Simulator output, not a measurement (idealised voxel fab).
The process module that follows is named voxel capacitor over wiring.
Cross-section cut: width 300 nm, square cells of 5 nm.
If you're reading a cross-section in this doc, picture square cells in a grid; it comes to you as bands, top ones listed first down to the bottom, and a band can be one or more rows of cells.
Heads up on the band format: heights come first, top then bottom, in nm. After that it's the materials left to right, each with its width in nm. A single material flagged "everywhere" fills the whole band edge to edge, and "blank" means there's empty space there.
Beneath 0, the wafer as received is one material, and that level is where height counting begins. The lowest band goes on downward without a bottom; it is written like "0..down".
A width such as "30..40" changes by the same amount from each row of cells to the next, from the band's top row to its bottom row.
Step note "changes: none" = no cross-section cell changed.
Enclosed voids (no open way to top), threshold 8 cells or more, entry "Enclosed empty spaces", notation width x height at distance, distance from left edge, nm.
If you see something after the settings on a step's line, that's the simulator's own remark about that step.
The line of a step may include "overlay nm". On a step with a mask, this value is how far to the right of its planned place the mask lay. A negative value means the mask lay to the left.
-- Steps in the process plan
- 1: RECEIVE with material Si
- 2: CONFORMAL_DEP with material SiO2, thk nm 15
- 3: DIRECTIONAL_DEP with material TiN, thk nm 5
- 4: DIRECTIONAL_DEP with material Ru, thk nm 20
- 5: PATTERN with tone cover, mask id METAL_1, material resist, width nm 20, pitch nm 75, thk nm 20, overlay nm 0
- 6: DIRECTIONAL_ETCH with etch materials Ru, depth nm 20
- 7: DIRECTIONAL_ETCH with etch materials TiN, depth nm 5
- 8: STRIP with etch materials resist
- 9: FILL_DEP with material SiO2, thk nm 5
- 10: CMP with height nm 40
- 11: CONFORMAL_DEP with material SiCN, thk nm 5
- 12: DIRECTIONAL_DEP with material lowk, thk nm 20
- 13: MASKED_ETCH with tone open, mask id PLUG_1, width nm 15, etch materials lowk, depth nm 20, overlay nm 0
- 14: MASKED_ETCH with tone open, mask id PLUG_1, width nm 15, etch materials SiCN, depth nm 5, overlay nm 0
- 15: EPI with material Ru, thk nm 10
- 16: EPI with material Ru, thk nm 10
- 17: EPI with material Ru, thk nm 5
- 18: DIRECTIONAL_DEP with material TiN, thk nm 5
- 19: DIRECTIONAL_DEP with material SiN, thk nm 5
- 20: DIRECTIONAL_DEP with material TiN, thk nm 10
- 21: PATTERN with tone cover, mask id UPPER_PLATE, material resist, width nm 60, thk nm 20, overlay nm 0
- 22: DIRECTIONAL_ETCH with etch materials TiN, depth nm 10
- 23: DIRECTIONAL_ETCH with etch materials SiN, depth nm 5
- 24: STRIP with etch materials resist
- 25: MASKED_ETCH with tone cover, mask id LOWER_PLATE, width nm 70, etch materials TiN, depth nm 5, overlay nm 0
- 26: FILL_DEP with material SiO2, thk nm 15
- 27: CMP with height nm 95
- 28: PATTERN with tone open, mask id PLUG_2, material resist, width nm 15, thk nm 15, overlay nm 0
- 29: DIRECTIONAL_ETCH with etch materials SiO2, depth nm 10
- 30: STRIP with etch materials resist
- 31: CONFORMAL_DEP with material TiN, thk nm 5
- 32: FILL_DEP with material W, thk nm 10
- 33: CMP with height nm 95
- 34: CONFORMAL_DEP with material SiCN, thk nm 5
-- First of two wafers, with the run carried out as planned
-- Cross-section of the incoming wafer, state after step 1
0..down: Si everywhere
Enclosed empty spaces: none
-- Cross-section of the wafer subsequent to step 2
15..0: SiO2 everywhere
Heights below 0 show no change.
-- Cross-section of the wafer subsequent to step 3
20..15: TiN everywhere
Heights below 15 show no change.
-- Cross-section of the wafer subsequent to step 4
40..20: Ru everywhere
Heights below 20 show no change.
-- Cross-section of the wafer subsequent to step 5
60..40: blank 100 nm / resist 20 nm / blank 55 nm / resist 20 nm / blank 105 nm
Heights below 40 show no change.
-- Cross-section of the wafer subsequent to step 6
60..40: blank 100 nm / resist 20 nm / blank 55 nm / resist 20 nm / blank 105 nm
40..20: blank 100 nm / Ru 20 nm / blank 55 nm / Ru 20 nm / blank 105 nm
Heights below 20 show no change.
-- Cross-section of the wafer subsequent to step 7
60..40: blank 100 nm / resist 20 nm / blank 55 nm / resist 20 nm / blank 105 nm
40..20: blank 100 nm / Ru 20 nm / blank 55 nm / Ru 20 nm / blank 105 nm
20..15: blank 100 nm / TiN 20 nm / blank 55 nm / TiN 20 nm / blank 105 nm
Heights below 15 show no change.
-- Cross-section of the wafer subsequent to step 8
40..20: blank 100 nm / Ru 20 nm / blank 55 nm / Ru 20 nm / blank 105 nm
Heights below 20 show no change.
-- Cross-section of the wafer subsequent to step 9
45..40: SiO2 everywhere
40..20: SiO2 100 nm / Ru 20 nm / SiO2 55 nm / Ru 20 nm / SiO2 105 nm
20..15: SiO2 100 nm / TiN 20 nm / SiO2 55 nm / TiN 20 nm / SiO2 105 nm
Heights below 15 show no change.
-- Cross-section of the wafer subsequent to step 10
40..20: SiO2 100 nm / Ru 20 nm / SiO2 55 nm / Ru 20 nm / SiO2 105 nm
Heights below 20 show no change.
-- Cross-section of the wafer subsequent to step 11
45..40: SiCN everywhere
Heights below 40 show no change.
-- Cross-section of the wafer subsequent to step 12
65..45: lowk everywhere
Heights below 45 show no change.
-- Cross-section of the wafer subsequent to step 13
65..45: lowk 105 nm / blank 15 nm / lowk 180 nm
Heights below 45 show no change.
-- Cross-section of the wafer subsequent to step 14
65..45: lowk 105 nm / blank 15 nm / lowk 180 nm
45..40: SiCN 105 nm / blank 15 nm / SiCN 180 nm
Heights below 40 show no change.
-- Cross-section of the wafer subsequent to step 15
65..50: lowk 105 nm / blank 15 nm / lowk 180 nm
50..45: lowk 105 nm / Ru 15 nm / lowk 180 nm
45..40: SiCN 105 nm / Ru 15 nm / SiCN 180 nm
Heights below 40 show no change.
-- Cross-section of the wafer subsequent to step 16
65..60: lowk 105 nm / blank 15 nm / lowk 180 nm
60..45: lowk 105 nm / Ru 15 nm / lowk 180 nm
Heights below 45 show no change.
-- Cross-section of the wafer subsequent to step 17
65..45: lowk 105 nm / Ru 15 nm / lowk 180 nm
Heights below 45 show no change.
-- Cross-section of the wafer subsequent to step 18
70..65: TiN everywhere
Heights below 65 show no change.
-- Cross-section of the wafer subsequent to step 19
75..70: SiN everywhere
Heights below 70 show no change.
-- Cross-section of the wafer subsequent to step 20
85..75: TiN everywhere
Heights below 75 show no change.
-- Cross-section of the wafer subsequent to step 21
105..85: blank 105 nm / resist 60 nm / blank 135 nm
Heights below 85 show no change.
-- Cross-section of the wafer subsequent to step 22
105..85: blank 105 nm / resist 60 nm / blank 135 nm
85..75: blank 105 nm / TiN 60 nm / blank 135 nm
Heights below 75 show no change.
-- Cross-section of the wafer subsequent to step 23
105..85: blank 105 nm / resist 60 nm / blank 135 nm
85..75: blank 105 nm / TiN 60 nm / blank 135 nm
75..70: blank 105 nm / SiN 60 nm / blank 135 nm
Heights below 70 show no change.
-- Cross-section of the wafer subsequent to step 24
85..75: blank 105 nm / TiN 60 nm / blank 135 nm
Heights below 75 show no change.
-- Cross-section of the wafer subsequent to step 25
85..75: blank 105 nm / TiN 60 nm / blank 135 nm
75..70: blank 105 nm / SiN 60 nm / blank 135 nm
70..65: blank 100 nm / TiN 70 nm / blank 130 nm
Heights below 65 show no change.
-- Cross-section of the wafer subsequent to step 26
100..85: SiO2 everywhere
85..75: SiO2 105 nm / TiN 60 nm / SiO2 135 nm
75..70: SiO2 105 nm / SiN 60 nm / SiO2 135 nm
70..65: SiO2 100 nm / TiN 70 nm / SiO2 130 nm
Heights below 65 show no change.
-- Cross-section of the wafer subsequent to step 27
95..85: SiO2 everywhere
Heights below 85 show no change.
-- Cross-section of the wafer subsequent to step 28
110..95: resist 115 nm / blank 15 nm / resist 170 nm
Heights below 95 show no change.
-- Cross-section of the wafer subsequent to step 29
110..95: resist 115 nm / blank 15 nm / resist 170 nm
95..85: SiO2 115 nm / blank 15 nm / SiO2 170 nm
Heights below 85 show no change.
-- Cross-section of the wafer subsequent to step 30
95..85: SiO2 115 nm / blank 15 nm / SiO2 170 nm
Heights below 85 show no change.
-- Cross-section of the wafer subsequent to step 31
100..95: TiN 120 nm / blank 5 nm / TiN 175 nm
95..90: SiO2 115 nm / TiN 5 nm / blank 5 nm / TiN 5 nm / SiO2 170 nm
90..85: SiO2 115 nm / TiN 15 nm / SiO2 170 nm
Heights below 85 show no change.
-- Cross-section of the wafer subsequent to step 32
110..100: W everywhere
100..95: TiN 120 nm / W 5 nm / TiN 175 nm
95..90: SiO2 115 nm / TiN 5 nm / W 5 nm / TiN 5 nm / SiO2 170 nm
Heights below 90 show no change.
-- Cross-section of the wafer subsequent to step 33
95..90: SiO2 115 nm / TiN 5 nm / W 5 nm / TiN 5 nm / SiO2 170 nm
Heights below 90 show no change.
-- Cross-section of the wafer subsequent to step 34
100..95: SiCN everywhere
Heights below 95 show no change.
-- Regarding the second of the two wafers: it shared the first wafer's starting condition and process plan, yet one error occurred during its execution. Its history coincides with that of the first wafer up to and including step 11
-- The second wafer cut through, at the time step 12 was supposed to be finished
85..45: lowk everywhere
Heights below 45 show no change.
-- The second wafer cut through, at the time step 13 was supposed to be finished
85..65: lowk 105 nm / blank 15 nm / lowk 180 nm
Heights below 65 show no change.
The second wafer cut through, at the time step 14 was supposed to be finished: changes: none
The second wafer cut through, at the time step 15 was supposed to be finished: changes: none
The second wafer cut through, at the time step 16 was supposed to be finished: changes: none
The second wafer cut through, at the time step 17 was supposed to be finished: changes: none
-- The second wafer cut through, at the time step 18 was supposed to be finished
90..85: TiN 105 nm / blank 15 nm / TiN 180 nm
85..70: lowk 105 nm / blank 15 nm / lowk 180 nm
70..65: lowk 105 nm / TiN 15 nm / lowk 180 nm
Heights below 65 show no change.
-- The second wafer cut through, at the time step 19 was supposed to be finished
95..90: SiN 105 nm / blank 15 nm / SiN 180 nm
90..85: TiN 105 nm / blank 15 nm / TiN 180 nm
85..75: lowk 105 nm / blank 15 nm / lowk 180 nm
75..70: lowk 105 nm / SiN 15 nm / lowk 180 nm
Heights below 70 show no change.
-- The second wafer cut through, at the time step 20 was supposed to be finished
105..95: TiN 105 nm / blank 15 nm / TiN 180 nm
95..90: SiN 105 nm / blank 15 nm / SiN 180 nm
90..85: TiN 105 nm / blank 15 nm / TiN 180 nm
85..75: lowk 105 nm / TiN 15 nm / lowk 180 nm
Heights below 75 show no change.
-- The second wafer cut through, at the time step 21 was supposed to be finished
125..105: blank 105 nm / resist 60 nm / blank 135 nm
105..95: TiN 105 nm / resist 15 nm / TiN 180 nm
95..90: SiN 105 nm / resist 15 nm / SiN 180 nm
90..85: TiN 105 nm / resist 15 nm / TiN 180 nm
Heights below 85 show no change.
-- The second wafer cut through, at the time step 22 was supposed to be finished
125..105: blank 105 nm / resist 60 nm / blank 135 nm
105..95: blank 105 nm / resist 15 nm / TiN 45 nm / blank 135 nm
Heights below 95 show no change.
-- The second wafer cut through, at the time step 23 was supposed to be finished
125..105: blank 105 nm / resist 60 nm / blank 135 nm
105..95: blank 105 nm / resist 15 nm / TiN 45 nm / blank 135 nm
95..90: blank 105 nm / resist 15 nm / SiN 45 nm / blank 135 nm
Heights below 90 show no change.
-- The second wafer cut through, at the time step 24 was supposed to be finished
105..95: blank 120 nm / TiN 45 nm / blank 135 nm
95..90: blank 120 nm / SiN 45 nm / blank 135 nm
90..85: TiN 105 nm / blank 15 nm / TiN 180 nm
Heights below 85 show no change.
-- The second wafer cut through, at the time step 25 was supposed to be finished
105..95: blank 120 nm / TiN 45 nm / blank 135 nm
95..90: blank 120 nm / SiN 45 nm / blank 135 nm
90..85: blank 100 nm / TiN 5 nm / blank 15 nm / TiN 50 nm / blank 130 nm
Heights below 85 show no change.
-- The second wafer cut through, at the time step 26 was supposed to be finished
120..105: SiO2 everywhere
105..95: SiO2 120 nm / TiN 45 nm / SiO2 135 nm
95..90: SiO2 120 nm / SiN 45 nm / SiO2 135 nm
90..85: SiO2 100 nm / TiN 5 nm / SiO2 15 nm / TiN 50 nm / SiO2 130 nm
Heights below 85 show no change.
-- The second wafer cut through, at the time step 27 was supposed to be finished
95..90: SiO2 120 nm / SiN 45 nm / SiO2 135 nm
Heights below 90 show no change.
-- The second wafer cut through, at the time step 28 was supposed to be finished
110..95: resist 115 nm / blank 15 nm / resist 170 nm
Heights below 95 show no change.
-- The second wafer cut through, at the time step 29 was supposed to be finished
110..95: resist 115 nm / blank 15 nm / resist 170 nm
95..90: SiO2 115 nm / blank 5 nm / SiN 45 nm / SiO2 135 nm
90..85: SiO2 100 nm / TiN 5 nm / SiO2 10 nm / blank 5 nm / TiN 50 nm / SiO2 130 nm
Heights below 85 show no change.
-- The second wafer cut through, at the time step 30 was supposed to be finished
95..90: SiO2 115 nm / blank 5 nm / SiN 45 nm / SiO2 135 nm
Heights below 90 show no change.
-- The second wafer cut through, at the time step 31 was supposed to be finished
100..95: TiN everywhere
95..90: SiO2 115 nm / TiN 5 nm / SiN 45 nm / SiO2 135 nm
90..85: SiO2 100 nm / TiN 5 nm / SiO2 10 nm / TiN 55 nm / SiO2 130 nm
Heights below 85 show no change.
-- The second wafer cut through, at the time step 32 was supposed to be finished
110..100: W everywhere
Heights below 100 show no change.
-- The second wafer cut through, at the time step 33 was supposed to be finished
95..90: SiO2 115 nm / TiN 5 nm / SiN 45 nm / SiO2 135 nm
Heights below 90 show no change.
-- The second wafer cut through, at the time step 34 was supposed to be finished
100..95: SiCN everywhere
Heights below 95 show no change.
Finding, execution versus plan: the plan had its step 12 run twice
Counted in cells at the end, the second wafer holds more or fewer of these materials than the first: Ru: 15 fewer, SiCN: 3 more, SiO2: 206 fewer, TiN: 21 fewer, W: 1 fewer, lowk: 240 more
